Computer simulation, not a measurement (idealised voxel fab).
The process module that follows is named voxel tone inversion.
Cross-sectional view cut (width: 280 nm; square cell size: 5 nm).
Bands, listed from the top down, are how a cross-section gets written in this document; the cross-section itself is a grid of square cells, and a band is one or more rows of them.
Top height, bottom height, nm. Materials left to right, width each, nm. Single material + "full width" = fills band edge to edge. "empty" = empty.
Below 0: as-received wafer, all one material; heights counted from there. Lowest band: no bottom, goes on down, written "0 and below".
Top row gets the first number, bottom row gets the second, and each row in between changes by the same step: that is how a band width like "30..40" works.
Any step labelled "nothing different" changed none of the cells in the cross-section.
Closed empty spaces (no open way to the top) of 8 cells or more are what "Sealed-off cavities" lists, each as width x height at distance from the left edge, nm for all three.
It should be noted that, on the line of a given step, the content following the step's settings is a remark produced by the simulator itself with respect to that step.
The "overlay nm" setting may appear on a step's line; for a step that uses a mask, it gives how far to the right of its planned position the mask lay, and a negative value indicates the left.

## Steps planned for the process
| 1 | RECEIVE (material Si) |
| 2 | CONFORMAL_DEP (material SiCN; thk nm 10) |
| 3 | DIRECTIONAL_DEP (material aC; thk nm 20) |
| 4 | PATTERN (tone cover; mask id POSTS; material resist; width nm 15; pitch nm 30; thk nm 30; overlay nm 0) |
| 5 | DIRECTIONAL_ETCH (etch materials aC; depth nm 20) |
| 6 | STRIP (etch materials resist) |
| 7 | FILL_DEP (material SiO2; thk nm 5) |
| 8 | CMP (height nm 30) |
| 9 | STRIP (etch materials aC) |

## Wafer at receipt (post step 1), cross-section
> 0 and below: Si full width
> Sealed-off cavities: none

## The first of two wafers, cross-sectioned at the end of the module, with the run proceeding as planned
> 30 down to 10: 100 of SiO2 | 15 of empty | 15 of SiO2 | 15 of empty | 15 of SiO2 | 15 of empty | 105 of SiO2
> 10 down to 0: SiCN full width
> 0 and below: Si full width
> Sealed-off cavities: none

## This is the second of the two wafers, cross-sectioned at the end of the module; it started exactly like the first and was given the same plan, but it was run with one mistake
> 30 down to 10: 100 of empty | 15 of SiO2 | 15 of empty | 15 of SiO2 | 15 of empty | 15 of SiO2 | 105 of empty
> 10 down to 0: SiCN full width
> 0 and below: Si full width
> Sealed-off cavities: none
Here's what went sideways: in deviation from the planned setting, step 4 was conducted as PATTERN (tone open; mask id POSTS; material resist; width nm 15; pitch nm 30; thk nm 30; overlay nm 0)
FYI, end of process, the second wafer has more or fewer cells of some materials than the first: SiO2 -152
